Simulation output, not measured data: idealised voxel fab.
Module name: voxel capacitor over wiring (process module)
We display cut, a cross-section 260 nm in width whose square cells are each 5 nm.
A cross-section is written here as square cells arranged in a grid, and it is given in bands from the top down, each band taking up one or more rows of cells. Basically the band line says how high the top is and how high the bottom is, in nm, and then what's in it from left to right, every material with its width in nm. Empty space shows up as "empty", and if a single material carries "all across" it runs the full band edge to edge. Where do heights start? At 0: under that level the wafer as delivered is made of one material only. And the lowest band has no floor; it just carries on downward, as in "0 down". Width "30..40": first value at the band's top row of cells, second value at its bottom row, equal change from row to row. The designation "stayed the same", where it is given for a processing step, indicates that no cell of the cross-section was altered in the course of that step. Closed empty spaces (no open way to the top) of 8 cells or more are what "closed voids" lists, each as width x height at distance from the left edge, nm for all three. What comes after the settings on a step's line is commentary from the simulator itself on that step. overlay nm, on a step with a mask: how far to the right of its planned place the mask lay; to the left if negative.

Steps planned for the process
| 1 | RECEIVE,material Si |
| 2 | CONFORMAL_DEP,material SiO2,thk nm 10 |
| 3 | DIRECTIONAL_DEP,material TiN,thk nm 5 |
| 4 | DIRECTIONAL_DEP,material W,thk nm 20 |
| 5 | DIRECTIONAL_DEP,material aC,thk nm 15 |
| 6 | PATTERN,tone cover,mask id METAL_1,material resist,width nm 25,pitch nm 90,thk nm 35,overlay nm 0 |
| 7 | DIRECTIONAL_ETCH,etch materials aC,depth nm 15 |
| 8 | STRIP,etch materials resist |
| 9 | DIRECTIONAL_ETCH,etch materials W,depth nm 20 |
| 10 | DIRECTIONAL_ETCH,etch materials TiN,depth nm 5 |
| 11 | STRIP,etch materials aC |
| 12 | FILL_DEP,material lowk,thk nm 5 |
| 13 | CMP,height nm 35 |
| 14 | CONFORMAL_DEP,material SiCN,thk nm 5 |
| 15 | DIRECTIONAL_DEP,material lowk,thk nm 10 |
| 16 | MASKED_ETCH,tone open,mask id PLUG_1,width nm 15,etch materials lowk,depth nm 10,overlay nm 0 |
| 17 | MASKED_ETCH,tone open,mask id PLUG_1,width nm 15,etch materials SiCN,depth nm 5,overlay nm 0 |
| 18 | EPI,material Ru,thk nm 10 |
| 19 | EPI,material Ru,thk nm 5 |
| 20 | DIRECTIONAL_DEP,material TiN,thk nm 10 |
| 21 | DIRECTIONAL_DEP,material Al2O3,thk nm 5 |
| 22 | DIRECTIONAL_DEP,material TiN,thk nm 10 |
| 23 | PATTERN,tone cover,mask id UPPER_PLATE,material resist,width nm 70,thk nm 20,overlay nm 0 |
| 24 | DIRECTIONAL_ETCH,etch materials TiN,depth nm 10 |
| 25 | DIRECTIONAL_ETCH,etch materials Al2O3,depth nm 5 |
| 26 | STRIP,etch materials resist |
| 27 | PATTERN,tone cover,mask id LOWER_PLATE,material resist,width nm 80,thk nm 15,overlay nm 0 |
| 28 | DIRECTIONAL_ETCH,etch materials TiN,depth nm 10 |
| 29 | STRIP,etch materials resist |
| 30 | FILL_DEP,material SiO2,thk nm 20 |
| 31 | CMP,height nm 90 |
| 32 | PATTERN,tone open,mask id PLUG_2,material resist,width nm 15,thk nm 15,overlay nm 0 |
| 33 | DIRECTIONAL_ETCH,etch materials SiO2,depth nm 15 |
| 34 | STRIP,etch materials resist |
| 35 | CONFORMAL_DEP,material TiN,thk nm 5 |
| 36 | FILL_DEP,material W,thk nm 5 |
| 37 | CMP,height nm 90 |
| 38 | CONFORMAL_DEP,material SiCN,thk nm 5 |

Run as planned: first of two wafers

Wafer cross-section on receipt, i.e. after step 1
> 0 down  Si all across
> closed voids: none

So this is the wafer cross-section right after step 2
> 10 to 0  SiO2 all across
> Everything under 0 stays put, no change at all.

So this is the wafer cross-section right after step 3
> 15 to 10  TiN all across
> Everything under 10 stays put, no change at all.

So this is the wafer cross-section right after step 4
> 35 to 15  W all across
> Everything under 15 stays put, no change at all.

So this is the wafer cross-section right after step 5
> 50 to 35  aC all across
> Everything under 35 stays put, no change at all.

So this is the wafer cross-section right after step 6
> 85 to 50  empty 70 nm | resist 25 nm | empty 65 nm | resist 25 nm | empty 75 nm
> Everything under 50 stays put, no change at all.

So this is the wafer cross-section right after step 7
> 70 to 50  empty 70 nm | resist 25 nm | empty 65 nm | resist 25 nm | empty 75 nm
> 50 to 35  empty 70 nm | aC 25 nm | empty 65 nm | aC 25 nm | empty 75 nm
> Everything under 35 stays put, no change at all.

So this is the wafer cross-section right after step 8
> 50 to 35  empty 70 nm | aC 25 nm | empty 65 nm | aC 25 nm | empty 75 nm
> Everything under 35 stays put, no change at all.

So this is the wafer cross-section right after step 9
> 50 to 35  empty 70 nm | aC 25 nm | empty 65 nm | aC 25 nm | empty 75 nm
> 35 to 15  empty 70 nm | W 25 nm | empty 65 nm | W 25 nm | empty 75 nm
> Everything under 15 stays put, no change at all.

So this is the wafer cross-section right after step 10
> 50 to 35  empty 70 nm | aC 25 nm | empty 65 nm | aC 25 nm | empty 75 nm
> 35 to 15  empty 70 nm | W 25 nm | empty 65 nm | W 25 nm | empty 75 nm
> 15 to 10  empty 70 nm | TiN 25 nm | empty 65 nm | TiN 25 nm | empty 75 nm
> Everything under 10 stays put, no change at all.

So this is the wafer cross-section right after step 11
> 35 to 15  empty 70 nm | W 25 nm | empty 65 nm | W 25 nm | empty 75 nm
> Everything under 15 stays put, no change at all.

So this is the wafer cross-section right after step 12
> 40 to 35  lowk all across
> 35 to 15  lowk 70 nm | W 25 nm | lowk 65 nm | W 25 nm | lowk 75 nm
> 15 to 10  lowk 70 nm | TiN 25 nm | lowk 65 nm | TiN 25 nm | lowk 75 nm
> Everything under 10 stays put, no change at all.

So this is the wafer cross-section right after step 13
> 35 to 15  lowk 70 nm | W 25 nm | lowk 65 nm | W 25 nm | lowk 75 nm
> Everything under 15 stays put, no change at all.

So this is the wafer cross-section right after step 14
> 40 to 35  SiCN all across
> Everything under 35 stays put, no change at all.

So this is the wafer cross-section right after step 15
> 50 to 40  lowk all across
> Everything under 40 stays put, no change at all.

So this is the wafer cross-section right after step 16
> 50 to 40  lowk 80 nm | empty 15 nm | lowk 165 nm
> Everything under 40 stays put, no change at all.

So this is the wafer cross-section right after step 17
> 50 to 40  lowk 80 nm | empty 15 nm | lowk 165 nm
> 40 to 35  SiCN 80 nm | empty 15 nm | SiCN 165 nm
> Everything under 35 stays put, no change at all.

So this is the wafer cross-section right after step 18
> 50 to 45  lowk 80 nm | empty 15 nm | lowk 165 nm
> 45 to 40  lowk 80 nm | Ru 15 nm | lowk 165 nm
> 40 to 35  SiCN 80 nm | Ru 15 nm | SiCN 165 nm
> Everything under 35 stays put, no change at all.

So this is the wafer cross-section right after step 19
> 50 to 40  lowk 80 nm | Ru 15 nm | lowk 165 nm
> Everything under 40 stays put, no change at all.

So this is the wafer cross-section right after step 20
> 60 to 50  TiN all across
> Everything under 50 stays put, no change at all.

So this is the wafer cross-section right after step 21
> 65 to 60  Al2O3 all across
> Everything under 60 stays put, no change at all.

So this is the wafer cross-section right after step 22
> 75 to 65  TiN all across
> Everything under 65 stays put, no change at all.

So this is the wafer cross-section right after step 23
> 95 to 75  empty 80 nm | resist 70 nm | empty 110 nm
> Everything under 75 stays put, no change at all.

So this is the wafer cross-section right after step 24
> 95 to 75  empty 80 nm | resist 70 nm | empty 110 nm
> 75 to 65  empty 80 nm | TiN 70 nm | empty 110 nm
> Everything under 65 stays put, no change at all.

So this is the wafer cross-section right after step 25
> 95 to 75  empty 80 nm | resist 70 nm | empty 110 nm
> 75 to 65  empty 80 nm | TiN 70 nm | empty 110 nm
> 65 to 60  empty 80 nm | Al2O3 70 nm | empty 110 nm
> Everything under 60 stays put, no change at all.

So this is the wafer cross-section right after step 26
> 75 to 65  empty 80 nm | TiN 70 nm | empty 110 nm
> Everything under 65 stays put, no change at all.

So this is the wafer cross-section right after step 27
> 90 to 75  empty 75 nm | resist 80 nm | empty 105 nm
> 75 to 65  empty 75 nm | resist 5 nm | TiN 70 nm | resist 5 nm | empty 105 nm
> 65 to 60  empty 75 nm | resist 5 nm | Al2O3 70 nm | resist 5 nm | empty 105 nm
> Everything under 60 stays put, no change at all.

So this is the wafer cross-section right after step 28
> 90 to 75  empty 75 nm | resist 80 nm | empty 105 nm
> 75 to 65  empty 75 nm | resist 5 nm | TiN 70 nm | resist 5 nm | empty 105 nm
> 65 to 60  empty 75 nm | resist 5 nm | Al2O3 70 nm | resist 5 nm | empty 105 nm
> 60 to 50  empty 75 nm | TiN 80 nm | empty 105 nm
> Everything under 50 stays put, no change at all.

So this is the wafer cross-section right after step 29
> 75 to 65  empty 80 nm | TiN 70 nm | empty 110 nm
> 65 to 60  empty 80 nm | Al2O3 70 nm | empty 110 nm
> Everything under 60 stays put, no change at all.

So this is the wafer cross-section right after step 30
> 95 to 75  SiO2 all across
> 75 to 65  SiO2 80 nm | TiN 70 nm | SiO2 110 nm
> 65 to 60  SiO2 80 nm | Al2O3 70 nm | SiO2 110 nm
> 60 to 50  SiO2 75 nm | TiN 80 nm | SiO2 105 nm
> Everything under 50 stays put, no change at all.

So this is the wafer cross-section right after step 31
> 90 to 75  SiO2 all across
> Everything under 75 stays put, no change at all.

So this is the wafer cross-section right after step 32
> 105 to 90  resist 90 nm | empty 15 nm | resist 155 nm
> Everything under 90 stays put, no change at all.

So this is the wafer cross-section right after step 33
> 105 to 90  resist 90 nm | empty 15 nm | resist 155 nm
> 90 to 75  SiO2 90 nm | empty 15 nm | SiO2 155 nm
> Everything under 75 stays put, no change at all.

So this is the wafer cross-section right after step 34
> 90 to 75  SiO2 90 nm | empty 15 nm | SiO2 155 nm
> Everything under 75 stays put, no change at all.

So this is the wafer cross-section right after step 35
> 95 to 90  TiN 95 nm | empty 5 nm | TiN 160 nm
> 90 to 80  SiO2 90 nm | TiN 5 nm | empty 5 nm | TiN 5 nm | SiO2 155 nm
> 80 to 75  SiO2 90 nm | TiN 15 nm | SiO2 155 nm
> Everything under 75 stays put, no change at all.

So this is the wafer cross-section right after step 36
> 100 to 95  W all across
> 95 to 90  TiN 95 nm | W 5 nm | TiN 160 nm
> 90 to 80  SiO2 90 nm | TiN 5 nm | W 5 nm | TiN 5 nm | SiO2 155 nm
> Everything under 80 stays put, no change at all.

So this is the wafer cross-section right after step 37
> 90 to 80  SiO2 90 nm | TiN 5 nm | W 5 nm | TiN 5 nm | SiO2 155 nm
> Everything under 80 stays put, no change at all.

So this is the wafer cross-section right after step 38
> 95 to 90  SiCN all across
> Everything under 90 stays put, no change at all.

Wafer two: like wafer one in start and plan, but with one mistake in execution; identical up to and including step 1

Second wafer, section view, time point: scheduled end of step 2
> 5 to 0  TiN all across
> Everything under 0 stays put, no change at all.

Second wafer, section view, time point: scheduled end of step 3
> 15 to 5  SiO2 all across
> Everything under 5 stays put, no change at all.

Second wafer, section view, time point: scheduled end of step 4
> 35 to 15  W all across
> Everything under 15 stays put, no change at all.

Second wafer, section view, time point: scheduled end of step 5
> 50 to 35  aC all across
> Everything under 35 stays put, no change at all.

Second wafer, section view, time point: scheduled end of step 6
> 85 to 50  empty 70 nm | resist 25 nm | empty 65 nm | resist 25 nm | empty 75 nm
> Everything under 50 stays put, no change at all.

Second wafer, section view, time point: scheduled end of step 7
> 70 to 50  empty 70 nm | resist 25 nm | empty 65 nm | resist 25 nm | empty 75 nm
> 50 to 35  empty 70 nm | aC 25 nm | empty 65 nm | aC 25 nm | empty 75 nm
> Everything under 35 stays put, no change at all.

Second wafer, section view, time point: scheduled end of step 8
> 50 to 35  empty 70 nm | aC 25 nm | empty 65 nm | aC 25 nm | empty 75 nm
> Everything under 35 stays put, no change at all.

Second wafer, section view, time point: scheduled end of step 9
> 50 to 35  empty 70 nm | aC 25 nm | empty 65 nm | aC 25 nm | empty 75 nm
> 35 to 15  empty 70 nm | W 25 nm | empty 65 nm | W 25 nm | empty 75 nm
> Everything under 15 stays put, no change at all.

Second wafer, section view, time point: scheduled end of step 10: stayed the same

Second wafer, section view, time point: scheduled end of step 11
> 35 to 15  empty 70 nm | W 25 nm | empty 65 nm | W 25 nm | empty 75 nm
> Everything under 15 stays put, no change at all.

Second wafer, section view, time point: scheduled end of step 12
> 40 to 35  lowk all across
> 35 to 15  lowk 70 nm | W 25 nm | lowk 65 nm | W 25 nm | lowk 75 nm
> Everything under 15 stays put, no change at all.

Second wafer, section view, time point: scheduled end of step 13
> 35 to 15  lowk 70 nm | W 25 nm | lowk 65 nm | W 25 nm | lowk 75 nm
> Everything under 15 stays put, no change at all.

Second wafer, section view, time point: scheduled end of step 14
> 40 to 35  SiCN all across
> Everything under 35 stays put, no change at all.

Second wafer, section view, time point: scheduled end of step 15
> 50 to 40  lowk all across
> Everything under 40 stays put, no change at all.

Second wafer, section view, time point: scheduled end of step 16
> 50 to 40  lowk 80 nm | empty 15 nm | lowk 165 nm
> Everything under 40 stays put, no change at all.

Second wafer, section view, time point: scheduled end of step 17
> 50 to 40  lowk 80 nm | empty 15 nm | lowk 165 nm
> 40 to 35  SiCN 80 nm | empty 15 nm | SiCN 165 nm
> Everything under 35 stays put, no change at all.

Second wafer, section view, time point: scheduled end of step 18
> 50 to 45  lowk 80 nm | empty 15 nm | lowk 165 nm
> 45 to 40  lowk 80 nm | Ru 15 nm | lowk 165 nm
> 40 to 35  SiCN 80 nm | Ru 15 nm | SiCN 165 nm
> Everything under 35 stays put, no change at all.

Second wafer, section view, time point: scheduled end of step 19
> 50 to 40  lowk 80 nm | Ru 15 nm | lowk 165 nm
> Everything under 40 stays put, no change at all.

Second wafer, section view, time point: scheduled end of step 20
> 60 to 50  TiN all across
> Everything under 50 stays put, no change at all.

Second wafer, section view, time point: scheduled end of step 21
> 65 to 60  Al2O3 all across
> Everything under 60 stays put, no change at all.

Second wafer, section view, time point: scheduled end of step 22
> 75 to 65  TiN all across
> Everything under 65 stays put, no change at all.

Second wafer, section view, time point: scheduled end of step 23
> 95 to 75  empty 80 nm | resist 70 nm | empty 110 nm
> Everything under 75 stays put, no change at all.

Second wafer, section view, time point: scheduled end of step 24
> 95 to 75  empty 80 nm | resist 70 nm | empty 110 nm
> 75 to 65  empty 80 nm | TiN 70 nm | empty 110 nm
> Everything under 65 stays put, no change at all.

Second wafer, section view, time point: scheduled end of step 25
> 95 to 75  empty 80 nm | resist 70 nm | empty 110 nm
> 75 to 65  empty 80 nm | TiN 70 nm | empty 110 nm
> 65 to 60  empty 80 nm | Al2O3 70 nm | empty 110 nm
> Everything under 60 stays put, no change at all.

Second wafer, section view, time point: scheduled end of step 26
> 75 to 65  empty 80 nm | TiN 70 nm | empty 110 nm
> Everything under 65 stays put, no change at all.

Second wafer, section view, time point: scheduled end of step 27
> 90 to 75  empty 75 nm | resist 80 nm | empty 105 nm
> 75 to 65  empty 75 nm | resist 5 nm | TiN 70 nm | resist 5 nm | empty 105 nm
> 65 to 60  empty 75 nm | resist 5 nm | Al2O3 70 nm | resist 5 nm | empty 105 nm
> Everything under 60 stays put, no change at all.

Second wafer, section view, time point: scheduled end of step 28
> 90 to 75  empty 75 nm | resist 80 nm | empty 105 nm
> 75 to 65  empty 75 nm | resist 5 nm | TiN 70 nm | resist 5 nm | empty 105 nm
> 65 to 60  empty 75 nm | resist 5 nm | Al2O3 70 nm | resist 5 nm | empty 105 nm
> 60 to 50  empty 75 nm | TiN 80 nm | empty 105 nm
> Everything under 50 stays put, no change at all.

Second wafer, section view, time point: scheduled end of step 29
> 75 to 65  empty 80 nm | TiN 70 nm | empty 110 nm
> 65 to 60  empty 80 nm | Al2O3 70 nm | empty 110 nm
> Everything under 60 stays put, no change at all.

Second wafer, section view, time point: scheduled end of step 30
> 95 to 75  SiO2 all across
> 75 to 65  SiO2 80 nm | TiN 70 nm | SiO2 110 nm
> 65 to 60  SiO2 80 nm | Al2O3 70 nm | SiO2 110 nm
> 60 to 50  SiO2 75 nm | TiN 80 nm | SiO2 105 nm
> Everything under 50 stays put, no change at all.

Second wafer, section view, time point: scheduled end of step 31
> 90 to 75  SiO2 all across
> Everything under 75 stays put, no change at all.

Second wafer, section view, time point: scheduled end of step 32
> 105 to 90  resist 90 nm | empty 15 nm | resist 155 nm
> Everything under 90 stays put, no change at all.

Second wafer, section view, time point: scheduled end of step 33
> 105 to 90  resist 90 nm | empty 15 nm | resist 155 nm
> 90 to 75  SiO2 90 nm | empty 15 nm | SiO2 155 nm
> Everything under 75 stays put, no change at all.

Second wafer, section view, time point: scheduled end of step 34
> 90 to 75  SiO2 90 nm | empty 15 nm | SiO2 155 nm
> Everything under 75 stays put, no change at all.

Second wafer, section view, time point: scheduled end of step 35
> 95 to 90  TiN 95 nm | empty 5 nm | TiN 160 nm
> 90 to 80  SiO2 90 nm | TiN 5 nm | empty 5 nm | TiN 5 nm | SiO2 155 nm
> 80 to 75  SiO2 90 nm | TiN 15 nm | SiO2 155 nm
> Everything under 75 stays put, no change at all.

Second wafer, section view, time point: scheduled end of step 36
> 100 to 95  W all across
> 95 to 90  TiN 95 nm | W 5 nm | TiN 160 nm
> 90 to 80  SiO2 90 nm | TiN 5 nm | W 5 nm | TiN 5 nm | SiO2 155 nm
> Everything under 80 stays put, no change at all.

Second wafer, section view, time point: scheduled end of step 37
> 90 to 80  SiO2 90 nm | TiN 5 nm | W 5 nm | TiN 5 nm | SiO2 155 nm
> Everything under 80 stays put, no change at all.

Second wafer, section view, time point: scheduled end of step 38
> 95 to 90  SiCN all across
> Everything under 90 stays put, no change at all.
Misprocessing identified: so 2 and 3 got swapped relative to the plan, each ran where the other was supposed to
Materials where the second wafer ends with more or fewer cells than the first: +42 TiN; -42 lowk
